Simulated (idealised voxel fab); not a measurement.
process module | voxel spacer lines
cross-section cut | 180 nm wide | cells 5 nm
A cross-section is a grid of square cells, given in bands from the top down. A band is one or more rows of cells.
Each band's line starts with the height of the band's top and of its bottom, in nm. Then come its materials from left to right, each with its width in nm. One material with "throughout" fills the band from edge to edge. "air" is empty space.
Height 0 is the level under which the wafer as received is all one material. The lowest band goes on downwards, as in "0 down".
A width such as "30 to 40" changes by the same amount from each row of cells to the next, from the band's top row to its bottom row.
"no change" after a step means that no cell of the cross-section changed.
closed voids: empty space of 8 cells or more with no open way to the top, each as width x height at its distance from the left edge, in nm
after a step's settings: what the simulator itself notes on the step
overlay nm, on a step with a mask: how far to the right of its planned place the mask lay; to the left if negative
plan
1 op RECEIVE | material Si
2 op CONFORMAL_DEP | material Al2O3 | thk nm 5
3 op DIRECTIONAL_DEP | material TiN | thk nm 15
4 op DIRECTIONAL_DEP | material polySi | thk nm 25
5 op PATTERN | tone cover | mask id MANDREL | material resist | width nm 25 | pitch nm 80 | thk nm 30 | overlay nm 0
6 op DIRECTIONAL_ETCH | etch materials polySi | depth nm 25
7 op STRIP | etch materials resist
8 op CONFORMAL_DEP | material SiO2 | thk nm 15
9 op DIRECTIONAL_ETCH | etch materials SiO2 | depth nm 15
10 op STRIP | etch materials polySi
11 op DIRECTIONAL_ETCH | etch materials TiN | depth nm 15
12 op STRIP | etch materials SiO2
as received, after step 1
  0 down: Si throughout
  closed voids: none
first wafer at the end, as planned
  20 to 5: air 20 | TiN 15 | air 25 | TiN 15 | air 25 | TiN 15 | air 25 | TiN 15 | air 25
  5 to 0: Al2O3 throughout
  0 down: Si throughout
  closed voids: none
second wafer at the end: like start, like plan, one mistake
  35 to 20: air 20 | TiN 15 | air 25 | TiN 15 | air 25 | TiN 15 | air 25 | TiN 15 | air 25
  20 to 5: TiN throughout
  5 to 0: Al2O3 throughout
  0 down: Si throughout
  closed voids: none
what went wrong: step 3 was run twice
at the end the second wafer has, in cells: 108 more of TiN
